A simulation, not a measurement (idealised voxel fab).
The document below concerns the process module designated voxel capacitor over wiring.
The width of the displayed cross-section, cut, is 260 nm; its cells are square, with a size of 5 nm.
A cross-section in this document is a grid of square cells, and it is written down as bands, the top band listed before the ones below it; a band is made up of one or more rows of cells.
Band: top height; bottom height; in nm. Then, left to right: material with width in nm, for each material. "everywhere": a single material spanning edge to edge. "blank": empty space.
Where do heights start? At 0: under that level the wafer as delivered is made of one material only. And the lowest band has no floor; it just carries on downward, as in "0 -> down".
Per-row width for "30 to 40": begins at first number (top row of band), ends at second number (bottom row), increment between rows held constant.
No cell of the cross-section changed in a step that is given as "no modification".
If an empty space has no open way to the top and is at least 8 cells in size, "Closed void listing" lists it, written width x height at distance, where distance is measured from the left edge and every value is in nm.
Formally, on a step line, whatever follows the settings is a remark that the simulator itself makes on the step.
overlay nm: mask offset rightward from planned place, masked step; negative means leftward offset.
Quick note on how to read the rest: it's all pairs. You get the cross-section before a process step and the one after, but the after one only goes down as far as the lowest band that changed. The step in between, with its settings, sits under the pair. Heads up, the pairs can come from different runs of this module on the same starting wafer, so don't assume a pair picks up from the one above unless its "Pre-processing view" entry says it does.

[Pre-processing view]
55 -> 35 | SiO2 everywhere
35 -> 15 | 80 of SiO2 / 5 of TiN / 15 of Cu / 5 of TiN / 50 of SiO2 / 5 of TiN / 15 of Cu / 5 of TiN / 80 of SiO2
15 -> 10 | 80 of SiN / 25 of TiN / 50 of SiN / 25 of TiN / 80 of SiN
10 -> 0 | SiO2 everywhere
0 -> down | Si everywhere
Closed void listing: none

[Resulting Structure]
60 -> 55 | SiCN everywhere
Note: structure below 55 unchanged.
Closed void listing: none
Process step bridging the above cross-sections: CONFORMAL_DEP [material SiCN] [thk nm 5]

Pre-processing view: as in the pair right above, post-step view.

[Resulting Structure]
70 -> 60 | aC everywhere
Note: structure below 60 unchanged.
Closed void listing: none
Process step bridging the above cross-sections: DIRECTIONAL_DEP [material aC] [thk nm 10]

Pre-processing view: as in the pair right above, post-step view.

[Resulting Structure]
95 -> 70 | 90 of resist / 15 of blank / 155 of resist
Note: structure below 70 unchanged.
Closed void listing: none
Process step bridging the above cross-sections: PATTERN [tone open] [mask id PLUG_1] [material resist] [width nm 15] [thk nm 25] [overlay nm 0]

Pre-processing view: as in the pair right above, post-step view.

[Resulting Structure]
85 -> 70 | 90 of resist / 15 of blank / 155 of resist
70 -> 60 | 90 of aC / 15 of blank / 155 of aC
Note: structure below 60 unchanged.
Closed void listing: none
Process step bridging the above cross-sections: DIRECTIONAL_ETCH [etch materials aC] [depth nm 10]

Pre-processing view: as in the pair right above, post-step view.

[Resulting Structure]
70 -> 60 | 90 of aC / 15 of blank / 155 of aC
Note: structure below 60 unchanged.
Closed void listing: none
Process step bridging the above cross-sections: STRIP [etch materials resist]

Pre-processing view: as in the pair right above, post-step view.

[Resulting Structure]
70 -> 60 | 90 of aC / 15 of blank / 155 of aC
60 -> 55 | 90 of SiCN / 15 of blank / 155 of SiCN
Note: structure below 55 unchanged.
Closed void listing: none
Process step bridging the above cross-sections: DIRECTIONAL_ETCH [etch materials SiCN] [depth nm 5]

Pre-processing view: as in the pair right above, post-step view.

[Resulting Structure]
60 -> 55 | 90 of SiCN / 15 of blank / 155 of SiCN
Note: structure below 55 unchanged.
Closed void listing: none
Process step bridging the above cross-sections: STRIP [etch materials aC]

Pre-processing view: as in the pair right above, post-step view.

[Resulting Structure]
65 -> 60 | 90 of TiN / 15 of blank / 155 of TiN
60 -> 55 | 90 of SiCN / 15 of TiN / 155 of SiCN
Note: structure below 55 unchanged.
Closed void listing: none
Process step bridging the above cross-sections: DIRECTIONAL_DEP [material TiN] [thk nm 5]

Pre-processing view: as in the pair right above, post-step view.

[Resulting Structure]
70 -> 65 | 90 of HfO2 / 15 of blank / 155 of HfO2
65 -> 60 | 90 of TiN / 15 of HfO2 / 155 of TiN
Note: structure below 60 unchanged.
Closed void listing: none
Process step bridging the above cross-sections: DIRECTIONAL_DEP [material HfO2] [thk nm 5]

Pre-processing view: as in the pair right above, post-step view.

[Resulting Structure]
75 -> 70 | 90 of TiN / 15 of blank / 155 of TiN
70 -> 65 | 90 of HfO2 / 15 of TiN / 155 of HfO2
Note: structure below 65 unchanged.
Closed void listing: none
Process step bridging the above cross-sections: DIRECTIONAL_DEP [material TiN] [thk nm 5]

Pre-processing view: as in the pair right above, post-step view.

[Resulting Structure]
95 -> 75 | 90 of blank / 55 of resist / 115 of blank
75 -> 70 | 90 of TiN / 15 of resist / 155 of TiN
Note: structure below 70 unchanged.
Closed void listing: none
Process step bridging the above cross-sections: PATTERN [tone cover] [mask id UPPER_PLATE] [material resist] [width nm 55] [thk nm 20] [overlay nm 0]

Pre-processing view: as in the pair right above, post-step view.

[Resulting Structure]
95 -> 75 | 90 of blank / 55 of resist / 115 of blank
75 -> 70 | 90 of blank / 15 of resist / 40 of TiN / 115 of blank
Note: structure below 70 unchanged.
Closed void listing: none
Process step bridging the above cross-sections: DIRECTIONAL_ETCH [etch materials TiN] [depth nm 5]

Pre-processing view: as in the pair right above, post-step view.

[Resulting Structure]
95 -> 75 | 90 of blank / 55 of resist / 115 of blank
75 -> 70 | 90 of blank / 15 of resist / 40 of TiN / 115 of blank
70 -> 65 | 90 of blank / 15 of TiN / 40 of HfO2 / 115 of blank
Note: structure below 65 unchanged.
Closed void listing: none
Process step bridging the above cross-sections: DIRECTIONAL_ETCH [etch materials HfO2] [depth nm 5]

Pre-processing view: as in the pair right above, post-step view.

[Resulting Structure]
75 -> 70 | 105 of blank / 40 of TiN / 115 of blank
Note: structure below 70 unchanged.
Closed void listing: none
Process step bridging the above cross-sections: STRIP [etch materials resist]

Pre-processing view: as in the pair right above, post-step view.

[Resulting Structure]
95 -> 75 | 85 of blank / 65 of resist / 110 of blank
75 -> 70 | 85 of blank / 20 of resist / 40 of TiN / 5 of resist / 110 of blank
70 -> 65 | 85 of blank / 5 of resist / 15 of TiN / 40 of HfO2 / 5 of resist / 110 of blank
Note: structure below 65 unchanged.
Closed void listing: none
Process step bridging the above cross-sections: PATTERN [tone cover] [mask id LOWER_PLATE] [material resist] [width nm 65] [thk nm 20] [overlay nm 0]

Pre-processing view: as in the pair right above, post-step view.

[Resulting Structure]
95 -> 75 | 85 of blank / 65 of resist / 110 of blank
75 -> 70 | 85 of blank / 20 of resist / 40 of TiN / 5 of resist / 110 of blank
70 -> 65 | 85 of blank / 5 of resist / 15 of TiN / 40 of HfO2 / 5 of resist / 110 of blank
65 -> 60 | 85 of blank / 5 of TiN / 15 of HfO2 / 45 of TiN / 110 of blank
Note: structure below 60 unchanged.
Closed void listing: none
Process step bridging the above cross-sections: DIRECTIONAL_ETCH [etch materials TiN] [depth nm 5]

Pre-processing view: as in the pair right above, post-step view.

[Resulting Structure]
75 -> 70 | 105 of blank / 40 of TiN / 115 of blank
70 -> 65 | 90 of blank / 15 of TiN / 40 of HfO2 / 115 of blank
Note: structure below 65 unchanged.
Closed void listing: none
Process step bridging the above cross-sections: STRIP [etch materials resist]

Pre-processing view: as in the pair right above, post-step view.

[Resulting Structure]
95 -> 75 | SiO2 everywhere
75 -> 70 | 105 of SiO2 / 40 of TiN / 115 of SiO2
70 -> 65 | 90 of SiO2 / 15 of TiN / 40 of HfO2 / 115 of SiO2
65 -> 60 | 85 of SiO2 / 5 of TiN / 15 of HfO2 / 45 of TiN / 110 of SiO2
Note: structure below 60 unchanged.
Closed void listing: none
Process step bridging the above cross-sections: FILL_DEP [material SiO2] [thk nm 20]

Pre-processing view: as in the pair right above, post-step view.

[Resulting Structure]
90 -> 75 | SiO2 everywhere
Note: structure below 75 unchanged.
Closed void listing: none
Process step bridging the above cross-sections: CMP [height nm 90]

Pre-processing view: as in the pair right above, post-step view.

[Resulting Structure]
105 -> 90 | aC everywhere
Note: structure below 90 unchanged.
Closed void listing: none
Process step bridging the above cross-sections: DIRECTIONAL_DEP [material aC] [thk nm 15]

Pre-processing view: as in the pair right above, post-step view.

[Resulting Structure]
140 -> 105 | 100 of resist / 15 of blank / 145 of resist
Note: structure below 105 unchanged.
Closed void listing: none
Process step bridging the above cross-sections: PATTERN [tone open] [mask id PLUG_2] [material resist] [width nm 15] [thk nm 35] [overlay nm 0]

Pre-processing view: as in the pair right above, post-step view.

[Resulting Structure]
125 -> 105 | 100 of resist / 15 of blank / 145 of resist
105 -> 90 | 100 of aC / 15 of blank / 145 of aC
Note: structure below 90 unchanged.
Closed void listing: none
Process step bridging the above cross-sections: DIRECTIONAL_ETCH [etch materials aC] [depth nm 15]

Pre-processing view: as in the pair right above, post-step view.

[Resulting Structure]
105 -> 90 | 100 of aC / 15 of blank / 145 of aC
Note: structure below 90 unchanged.
Closed void listing: none
Process step bridging the above cross-sections: STRIP [etch materials resist]

Pre-processing view: as in the pair right above, post-step view.

[Resulting Structure]
105 -> 90 | 100 of aC / 15 of blank / 145 of aC
90 -> 75 | 100 of SiO2 / 15 of blank / 145 of SiO2
Note: structure below 75 unchanged.
Closed void listing: none
Process step bridging the above cross-sections: DIRECTIONAL_ETCH [etch materials SiO2] [depth nm 15]

Pre-processing view: as in the pair right above, post-step view.

[Resulting Structure]
90 -> 75 | 100 of SiO2 / 15 of blank / 145 of SiO2
Note: structure below 75 unchanged.
Closed void listing: none
Process step bridging the above cross-sections: STRIP [etch materials aC]

Pre-processing view: as in the pair right above, post-step view.

[Resulting Structure]
95 -> 90 | 105 of TiN / 5 of blank / 150 of TiN
90 -> 80 | 100 of SiO2 / 5 of TiN / 5 of blank / 5 of TiN / 145 of SiO2
80 -> 70 | 100 to 105 of SiO2 / 15 to 40 of TiN / 145 to 115 of SiO2
Note: structure below 70 unchanged.
Closed void listing: none
Process step bridging the above cross-sections: CONFORMAL_DEP [material TiN] [thk nm 5]

Pre-processing view: as in the pair right above, post-step view.

[Resulting Structure]
100 -> 95 | Ru everywhere
95 -> 90 | 105 of TiN / 5 of Ru / 150 of TiN
90 -> 80 | 100 of SiO2 / 5 of TiN / 5 of Ru / 5 of TiN / 145 of SiO2
Note: structure below 80 unchanged.
Closed void listing: none
Process step bridging the above cross-sections: FILL_DEP [material Ru] [thk nm 5]

Pre-processing view: as in the pair right above, post-step view.

[Resulting Structure]
90 -> 80 | 100 of SiO2 / 5 of TiN / 5 of Ru / 5 of TiN / 145 of SiO2
Note: structure below 80 unchanged.
Closed void listing: none
Process step bridging the above cross-sections: CMP [height nm 90]

Pre-processing view: as in the pair right above, post-step view.

[Resulting Structure]
95 -> 90 | SiCN everywhere
Note: structure below 90 unchanged.
Closed void listing: none
Process step bridging the above cross-sections: CONFORMAL_DEP [material SiCN] [thk nm 5]

[Pre-processing view]
0 -> down | Si everywhere
Closed void listing: none

[Resulting Structure]
5 -> 0 | SiO2 everywhere
Note: structure below 0 unchanged.
Closed void listing: none
Process step bridging the above cross-sections: CONFORMAL_DEP [material SiO2] [thk nm 5]

Pre-processing view: as in the pair right above, post-step view.

[Resulting Structure]
10 -> 5 | SiN everywhere
Note: structure below 5 unchanged.
Closed void listing: none
Process step bridging the above cross-sections: CONFORMAL_DEP [material SiN] [thk nm 5]

Pre-processing view: as in the pair right above, post-step view.

[Resulting Structure]
30 -> 10 | SiO2 everywhere
Note: structure below 10 unchanged.
Closed void listing: none
Process step bridging the above cross-sections: DIRECTIONAL_DEP [material SiO2] [thk nm 20]

Pre-processing view: as in the pair right above, post-step view.

[Resulting Structure]
30 -> 10 | 80 of SiO2 / 25 of blank / 50 of SiO2 / 25 of blank / 80 of SiO2
Note: structure below 10 unchanged.
Closed void listing: none
Process step bridging the above cross-sections: MASKED_ETCH [tone open] [mask id METAL_1] [width nm 25] [pitch nm 75] [etch materials SiO2] [depth nm 20] [overlay nm 0]

Pre-processing view: as in the pair right above, post-step view.

[Resulting Structure]
30 -> 10 | 80 of SiO2 / 25 of blank / 50 of SiO2 / 25 of blank / 80 of SiO2
10 -> 5 | 80 of SiN / 25 of blank / 50 of SiN / 25 of blank / 80 of SiN
Note: structure below 5 unchanged.
Closed void listing: none
Process step bridging the above cross-sections: MASKED_ETCH [tone open] [mask id METAL_1] [width nm 25] [pitch nm 75] [etch materials SiN] [depth nm 5] [overlay nm 0]

Pre-processing view: as in the pair right above, post-step view.

[Resulting Structure]
35 -> 30 | 85 of TiN / 15 of blank / 60 of TiN / 15 of blank / 85 of TiN
30 -> 10 | 80 of SiO2 / 5 of TiN / 15 of blank / 5 of TiN / 50 of SiO2 / 5 of TiN / 15 of blank / 5 of TiN / 80 of SiO2
10 -> 5 | 80 of SiN / 25 of TiN / 50 of SiN / 25 of TiN / 80 of SiN
Note: structure below 5 unchanged.
Closed void listing: none
Process step bridging the above cross-sections: CONFORMAL_DEP [material TiN] [thk nm 5]

Pre-processing view: as in the pair right above, post-step view.

[Resulting Structure]
40 -> 35 | Cu everywhere
35 -> 30 | 85 of TiN / 15 of Cu / 60 of TiN / 15 of Cu / 85 of TiN
30 -> 10 | 80 of SiO2 / 5 of TiN / 15 of Cu / 5 of TiN / 50 of SiO2 / 5 of TiN / 15 of Cu / 5 of TiN / 80 of SiO2
Note: structure below 10 unchanged.
Closed void listing: none
Process step bridging the above cross-sections: FILL_DEP [material Cu] [thk nm 5]

Pre-processing view: as in the pair right above, post-step view.

[Resulting Structure]
35 -> 30 | 85 of TiN / 15 of Cu / 60 of TiN / 15 of Cu / 85 of TiN
Note: structure below 30 unchanged.
Closed void listing: none
Process step bridging the above cross-sections: CMP [height nm 35]

Pre-processing view: as in the pair right above, post-step view.

[Resulting Structure]
40 -> 35 | SiCN everywhere
Note: structure below 35 unchanged.
Closed void listing: none
Process step bridging the above cross-sections: CONFORMAL_DEP [material SiCN] [thk nm 5]

Pre-processing view: as in the pair right above, post-step view.

[Resulting Structure]
60 -> 40 | SiO2 everywhere
Note: structure below 40 unchanged.
Closed void listing: none
Process step bridging the above cross-sections: DIRECTIONAL_DEP [material SiO2] [thk nm 20]

Pre-processing view: as in the pair right above, post-step view.

[Resulting Structure]
70 -> 60 | aC everywhere
Note: structure below 60 unchanged.
Closed void listing: none
Process step bridging the above cross-sections: DIRECTIONAL_DEP [material aC] [thk nm 10]

Pre-processing view: as in the pair right above, post-step view.

[Resulting Structure]
95 -> 70 | 90 of resist / 15 of blank / 155 of resist
Note: structure below 70 unchanged.
Closed void listing: none
Process step bridging the above cross-sections: PATTERN [tone open] [mask id PLUG_1] [material resist] [width nm 15] [thk nm 25] [overlay nm 0]

Pre-processing view: as in the pair right above, post-step view.

[Resulting Structure]
85 -> 70 | 90 of resist / 15 of blank / 155 of resist
70 -> 60 | 90 of aC / 15 of blank / 155 of aC
Note: structure below 60 unchanged.
Closed void listing: none
Process step bridging the above cross-sections: DIRECTIONAL_ETCH [etch materials aC] [depth nm 10]

Pre-processing view: as in the pair right above, post-step view.

[Resulting Structure]
70 -> 60 | 90 of aC / 15 of blank / 155 of aC
Note: structure below 60 unchanged.
Closed void listing: none
Process step bridging the above cross-sections: STRIP [etch materials resist]

Pre-processing view: as in the pair right above, post-step view.

[Resulting Structure]
70 -> 60 | 90 of aC / 15 of blank / 155 of aC
60 -> 40 | 90 of SiO2 / 15 of blank / 155 of SiO2
Note: structure below 40 unchanged.
Closed void listing: none
Process step bridging the above cross-sections: DIRECTIONAL_ETCH [etch materials SiO2] [depth nm 20]

Pre-processing view: as in the pair right above, post-step view.

[Resulting Structure]
70 -> 60 | 90 of aC / 15 of blank / 155 of aC
60 -> 40 | 90 of SiO2 / 15 of blank / 155 of SiO2
40 -> 35 | 90 of SiCN / 15 of blank / 155 of SiCN
Note: structure below 35 unchanged.
Closed void listing: none
Process step bridging the above cross-sections: DIRECTIONAL_ETCH [etch materials SiCN] [depth nm 5]

Pre-processing view: as in the pair right above, post-step view.

[Resulting Structure]
60 -> 40 | 90 of SiO2 / 15 of blank / 155 of SiO2
Note: structure below 40 unchanged.
Closed void listing: none
Process step bridging the above cross-sections: STRIP [etch materials aC]

Pre-processing view: as in the pair right above, post-step view.

[Resulting Structure]
60 -> 45 | 90 of SiO2 / 15 of blank / 155 of SiO2
45 -> 40 | 90 of SiO2 / 15 of Ru / 155 of SiO2
40 -> 35 | 90 of SiCN / 15 of Ru / 155 of SiCN
Note: structure below 35 unchanged.
Closed void listing: none
Process step bridging the above cross-sections: EPI [material Ru] [thk nm 10]

Pre-processing view: as in the pair right above, post-step view.

[Resulting Structure]
60 -> 55 | 90 of SiO2 / 15 of blank / 155 of SiO2
55 -> 40 | 90 of SiO2 / 15 of Ru / 155 of SiO2
Note: structure below 40 unchanged.
Closed void listing: none
Process step bridging the above cross-sections: EPI [material Ru] [thk nm 10]

Pre-processing view: as in the pair right above, post-step view.

[Resulting Structure]
60 -> 40 | 90 of SiO2 / 15 of Ru / 155 of SiO2
Note: structure below 40 unchanged.
Closed void listing: none
Process step bridging the above cross-sections: EPI [material Ru] [thk nm 5]

Pre-processing view: as in the pair right above, post-step view.

[Resulting Structure]
65 -> 60 | TiN everywhere
Note: structure below 60 unchanged.
Closed void listing: none
Process step bridging the above cross-sections: DIRECTIONAL_DEP [material TiN] [thk nm 5]

Pre-processing view: as in the pair right above, post-step view.

[Resulting Structure]
70 -> 65 | HfO2 everywhere
Note: structure below 65 unchanged.
Closed void listing: none
Process step bridging the above cross-sections: DIRECTIONAL_DEP [material HfO2] [thk nm 5]

Pre-processing view: as in the pair right above, post-step view.

[Resulting Structure]
75 -> 70 | TiN everywhere
Note: structure below 70 unchanged.
Closed void listing: none
Process step bridging the above cross-sections: DIRECTIONAL_DEP [material TiN] [thk nm 5]

Pre-processing view: as in the pair right above, post-step view.

[Resulting Structure]
95 -> 75 | 90 of blank / 55 of resist / 115 of blank
Note: structure below 75 unchanged.
Closed void listing: none
Process step bridging the above cross-sections: PATTERN [tone cover] [mask id UPPER_PLATE] [material resist] [width nm 55] [thk nm 20] [overlay nm 0]

Pre-processing view: as in the pair right above, post-step view.

[Resulting Structure]
95 -> 75 | 90 of blank / 55 of resist / 115 of blank
75 -> 70 | 90 of blank / 55 of TiN / 115 of blank
Note: structure below 70 unchanged.
Closed void listing: none
Process step bridging the above cross-sections: DIRECTIONAL_ETCH [etch materials TiN] [depth nm 5]

Pre-processing view: as in the pair right above, post-step view.

[Resulting Structure]
95 -> 75 | 90 of blank / 55 of resist / 115 of blank
75 -> 70 | 90 of blank / 55 of TiN / 115 of blank
70 -> 65 | 90 of blank / 55 of HfO2 / 115 of blank
Note: structure below 65 unchanged.
Closed void listing: none
Process step bridging the above cross-sections: DIRECTIONAL_ETCH [etch materials HfO2] [depth nm 5]

Pre-processing view: as in the pair right above, post-step view.

[Resulting Structure]
75 -> 70 | 90 of blank / 55 of TiN / 115 of blank
Note: structure below 70 unchanged.
Closed void listing: none
Process step bridging the above cross-sections: STRIP [etch materials resist]

Pre-processing view: as in the pair right above, post-step view.

[Resulting Structure]
95 -> 75 | 85 of blank / 65 of resist / 110 of blank
75 -> 70 | 85 of blank / 5 of resist / 55 of TiN / 5 of resist / 110 of blank
70 -> 65 | 85 of blank / 5 of resist / 55 of HfO2 / 5 of resist / 110 of blank
Note: structure below 65 unchanged.
Closed void listing: none
Process step bridging the above cross-sections: PATTERN [tone cover] [mask id LOWER_PLATE] [material resist] [width nm 65] [thk nm 20] [overlay nm 0]

Pre-processing view: as in the pair right above, post-step view.

[Resulting Structure]
95 -> 75 | 85 of blank / 65 of resist / 110 of blank
75 -> 70 | 85 of blank / 5 of resist / 55 of TiN / 5 of resist / 110 of blank
70 -> 65 | 85 of blank / 5 of resist / 55 of HfO2 / 5 of resist / 110 of blank
65 -> 60 | 85 of blank / 65 of TiN / 110 of blank
Note: structure below 60 unchanged.
Closed void listing: none
Process step bridging the above cross-sections: DIRECTIONAL_ETCH [etch materials TiN] [depth nm 5]

Pre-processing view: as in the pair right above, post-step view.

[Resulting Structure]
75 -> 70 | 90 of blank / 55 of TiN / 115 of blank
70 -> 65 | 90 of blank / 55 of HfO2 / 115 of blank
Note: structure below 65 unchanged.
Closed void listing: none
Process step bridging the above cross-sections: STRIP [etch materials resist]

Pre-processing view: as in the pair right above, post-step view.

[Resulting Structure]
95 -> 75 | SiO2 everywhere
75 -> 70 | 90 of SiO2 / 55 of TiN / 115 of SiO2
70 -> 65 | 90 of SiO2 / 55 of HfO2 / 115 of SiO2
65 -> 60 | 85 of SiO2 / 65 of TiN / 110 of SiO2
Note: structure below 60 unchanged.
Closed void listing: none
Process step bridging the above cross-sections: FILL_DEP [material SiO2] [thk nm 20]

Pre-processing view: as in the pair right above, post-step view.

[Resulting Structure]
90 -> 75 | SiO2 everywhere
Note: structure below 75 unchanged.
Closed void listing: none
Process step bridging the above cross-sections: CMP [height nm 90]

Pre-processing view: as in the pair right above, post-step view.

[Resulting Structure]
105 -> 90 | aC everywhere
Note: structure below 90 unchanged.
Closed void listing: none
Process step bridging the above cross-sections: DIRECTIONAL_DEP [material aC] [thk nm 15]

Pre-processing view: as in the pair right above, post-step view.

[Resulting Structure]
140 -> 105 | 100 of resist / 15 of blank / 145 of resist
Note: structure below 105 unchanged.
Closed void listing: none
Process step bridging the above cross-sections: PATTERN [tone open] [mask id PLUG_2] [material resist] [width nm 15] [thk nm 35] [overlay nm 0]

Pre-processing view: as in the pair right above, post-step view.

[Resulting Structure]
125 -> 105 | 100 of resist / 15 of blank / 145 of resist
105 -> 90 | 100 of aC / 15 of blank / 145 of aC
Note: structure below 90 unchanged.
Closed void listing: none
Process step bridging the above cross-sections: DIRECTIONAL_ETCH [etch materials aC] [depth nm 15]

Pre-processing view: as in the pair right above, post-step view.

[Resulting Structure]
105 -> 90 | 100 of aC / 15 of blank / 145 of aC
Note: structure below 90 unchanged.
Closed void listing: none
Process step bridging the above cross-sections: STRIP [etch materials resist]

Pre-processing view: as in the pair right above, post-step view.

[Resulting Structure]
105 -> 90 | 100 of aC / 15 of blank / 145 of aC
90 -> 75 | 100 of SiO2 / 15 of blank / 145 of SiO2
Note: structure below 75 unchanged.
Closed void listing: none
Process step bridging the above cross-sections: DIRECTIONAL_ETCH [etch materials SiO2] [depth nm 15]

Pre-processing view: as in the pair right above, post-step view.

[Resulting Structure]
90 -> 75 | 100 of SiO2 / 15 of blank / 145 of SiO2
Note: structure below 75 unchanged.
Closed void listing: none
Process step bridging the above cross-sections: STRIP [etch materials aC]

Pre-processing view: as in the pair right above, post-step view.

[Resulting Structure]
95 -> 90 | 105 of TiN / 5 of blank / 150 of TiN
90 -> 80 | 100 of SiO2 / 5 of TiN / 5 of blank / 5 of TiN / 145 of SiO2
80 -> 70 | 100 to 90 of SiO2 / 15 to 55 of TiN / 145 to 115 of SiO2
Note: structure below 70 unchanged.
Closed void listing: none
Process step bridging the above cross-sections: CONFORMAL_DEP [material TiN] [thk nm 5]

Pre-processing view: as in the pair right above, post-step view.

[Resulting Structure]
100 -> 95 | Ru everywhere
95 -> 90 | 105 of TiN / 5 of Ru / 150 of TiN
90 -> 80 | 100 of SiO2 / 5 of TiN / 5 of Ru / 5 of TiN / 145 of SiO2
Note: structure below 80 unchanged.
Closed void listing: none
Process step bridging the above cross-sections: FILL_DEP [material Ru] [thk nm 5]

Pre-processing view: as in the pair right above, post-step view.

[Resulting Structure]
90 -> 80 | 100 of SiO2 / 5 of TiN / 5 of Ru / 5 of TiN / 145 of SiO2
Note: structure below 80 unchanged.
Closed void listing: none
Process step bridging the above cross-sections: CMP [height nm 90]

Pre-processing view: as in the pair right above, post-step view.

[Resulting Structure]
95 -> 90 | SiCN everywhere
Note: structure below 90 unchanged.
Closed void listing: none
Process step bridging the above cross-sections: CONFORMAL_DEP [material SiCN] [thk nm 5]

[Pre-processing view]
75 -> 70 | 90 of blank / 55 of TiN / 115 of blank
70 -> 65 | 90 of blank / 55 of HfO2 / 115 of blank
65 -> 60 | TiN everywhere
60 -> 40 | 90 of SiO2 / 15 of Ru / 155 of SiO2
40 -> 35 | 90 of SiCN / 15 of Ru / 155 of SiCN
35 -> 15 | 80 of SiO2 / 5 of TiN / 15 of Cu / 5 of TiN / 50 of SiO2 / 5 of TiN / 15 of Cu / 5 of TiN / 80 of SiO2
15 -> 10 | 80 of SiN / 25 of TiN / 50 of SiN / 25 of TiN / 80 of SiN
10 -> 0 | SiO2 everywhere
0 -> down | Si everywhere
Closed void listing: none

[Resulting Structure]
95 -> 75 | 90 of blank / 60 of resist / 110 of blank
75 -> 70 | 90 of blank / 55 of TiN / 5 of resist / 110 of blank
70 -> 65 | 90 of blank / 55 of HfO2 / 5 of resist / 110 of blank
Note: structure below 65 unchanged.
Closed void listing: none
Process step bridging the above cross-sections: PATTERN [tone cover] [mask id LOWER_PLATE] [material resist] [width nm 60] [thk nm 20] [overlay nm 0]

Pre-processing view: as in the pair right above, post-step view.

[Resulting Structure]
95 -> 75 | 90 of blank / 60 of resist / 110 of blank
75 -> 70 | 90 of blank / 55 of TiN / 5 of resist / 110 of blank
70 -> 65 | 90 of blank / 55 of HfO2 / 5 of resist / 110 of blank
65 -> 60 | 90 of blank / 60 of TiN / 110 of blank
Note: structure below 60 unchanged.
Closed void listing: none
Process step bridging the above cross-sections: DIRECTIONAL_ETCH [etch materials TiN] [depth nm 5]

Pre-processing view: as in the pair right above, post-step view.

[Resulting Structure]
75 -> 70 | 90 of blank / 55 of TiN / 115 of blank
70 -> 65 | 90 of blank / 55 of HfO2 / 115 of blank
Note: structure below 65 unchanged.
Closed void listing: none
Process step bridging the above cross-sections: STRIP [etch materials resist]

Pre-processing view: as in the pair right above, post-step view.

[Resulting Structure]
95 -> 75 | SiO2 everywhere
75 -> 70 | 90 of SiO2 / 55 of TiN / 115 of SiO2
70 -> 65 | 90 of SiO2 / 55 of HfO2 / 115 of SiO2
65 -> 60 | 90 of SiO2 / 60 of TiN / 110 of SiO2
Note: structure below 60 unchanged.
Closed void listing: none
Process step bridging the above cross-sections: FILL_DEP [material SiO2] [thk nm 20]

Pre-processing view: as in the pair right above, post-step view.

[Resulting Structure]
90 -> 75 | SiO2 everywhere
Note: structure below 75 unchanged.
Closed void listing: none
Process step bridging the above cross-sections: CMP [height nm 90]

Pre-processing view: as in the pair right above, post-step view.

[Resulting Structure]
105 -> 90 | aC everywhere
Note: structure below 90 unchanged.
Closed void listing: none
Process step bridging the above cross-sections: DIRECTIONAL_DEP [material aC] [thk nm 15]

Pre-processing view: as in the pair right above, post-step view.

[Resulting Structure]
140 -> 105 | 100 of resist / 15 of blank / 145 of resist
Note: structure below 105 unchanged.
Closed void listing: none
Process step bridging the above cross-sections: PATTERN [tone open] [mask id PLUG_2] [material resist] [width nm 15] [thk nm 35] [overlay nm 0]

Pre-processing view: as in the pair right above, post-step view.

[Resulting Structure]
125 -> 105 | 100 of resist / 15 of blank / 145 of resist
105 -> 90 | 100 of aC / 15 of blank / 145 of aC
Note: structure below 90 unchanged.
Closed void listing: none
Process step bridging the above cross-sections: DIRECTIONAL_ETCH [etch materials aC] [depth nm 15]

Pre-processing view: as in the pair right above, post-step view.

[Resulting Structure]
105 -> 90 | 100 of aC / 15 of blank / 145 of aC
Note: structure below 90 unchanged.
Closed void listing: none
Process step bridging the above cross-sections: STRIP [etch materials resist]

Pre-processing view: as in the pair right above, post-step view.

[Resulting Structure]
105 -> 90 | 100 of aC / 15 of blank / 145 of aC
90 -> 75 | 100 of SiO2 / 15 of blank / 145 of SiO2
Note: structure below 75 unchanged.
Closed void listing: none
Process step bridging the above cross-sections: DIRECTIONAL_ETCH [etch materials SiO2] [depth nm 15]

Pre-processing view: as in the pair right above, post-step view.

[Resulting Structure]
90 -> 75 | 100 of SiO2 / 15 of blank / 145 of SiO2
Note: structure below 75 unchanged.
Closed void listing: none
Process step bridging the above cross-sections: STRIP [etch materials aC]

Pre-processing view: as in the pair right above, post-step view.

[Resulting Structure]
95 -> 90 | 105 of TiN / 5 of blank / 150 of TiN
90 -> 80 | 100 of SiO2 / 5 of TiN / 5 of blank / 5 of TiN / 145 of SiO2
80 -> 70 | 100 to 90 of SiO2 / 15 to 55 of TiN / 145 to 115 of SiO2
Note: structure below 70 unchanged.
Closed void listing: none
Process step bridging the above cross-sections: CONFORMAL_DEP [material TiN] [thk nm 5]

Pre-processing view: as in the pair right above, post-step view.

[Resulting Structure]
100 -> 95 | Ru everywhere
95 -> 90 | 105 of TiN / 5 of Ru / 150 of TiN
90 -> 80 | 100 of SiO2 / 5 of TiN / 5 of Ru / 5 of TiN / 145 of SiO2
Note: structure below 80 unchanged.
Closed void listing: none
Process step bridging the above cross-sections: FILL_DEP [material Ru] [thk nm 5]

Pre-processing view: as in the pair right above, post-step view.

[Resulting Structure]
90 -> 80 | 100 of SiO2 / 5 of TiN / 5 of Ru / 5 of TiN / 145 of SiO2
Note: structure below 80 unchanged.
Closed void listing: none
Process step bridging the above cross-sections: CMP [height nm 90]

Pre-processing view: as in the pair right above, post-step view.

[Resulting Structure]
95 -> 90 | SiCN everywhere
Note: structure below 90 unchanged.
Closed void listing: none
Process step bridging the above cross-sections: CONFORMAL_DEP [material SiCN] [thk nm 5]

[Pre-processing view]
75 -> 70 | TiN everywhere
70 -> 65 | HfO2 everywhere
65 -> 60 | TiN everywhere
60 -> 40 | 90 of SiO2 / 15 of Ru / 155 of SiO2
40 -> 35 | 90 of SiCN / 15 of Ru / 155 of SiCN
35 -> 15 | 80 of SiO2 / 5 of TiN / 15 of Cu / 5 of TiN / 50 of SiO2 / 5 of TiN / 15 of Cu / 5 of TiN / 80 of SiO2
15 -> 10 | 80 of SiN / 25 of TiN / 50 of SiN / 25 of TiN / 80 of SiN
10 -> 0 | SiO2 everywhere
0 -> down | Si everywhere
Closed void listing: none

[Resulting Structure]
95 -> 75 | 100 of blank / 55 of resist / 105 of blank
Note: structure below 75 unchanged.
Closed void listing: none
Process step bridging the above cross-sections: PATTERN [tone cover] [mask id UPPER_PLATE] [material resist] [width nm 55] [thk nm 20] [overlay nm 10]

Pre-processing view: as in the pair right above, post-step view.

[Resulting Structure]
95 -> 75 | 100 of blank / 55 of resist / 105 of blank
75 -> 70 | 100 of blank / 55 of TiN / 105 of blank
Note: structure below 70 unchanged.
Closed void listing: none
Process step bridging the above cross-sections: DIRECTIONAL_ETCH [etch materials TiN] [depth nm 5]
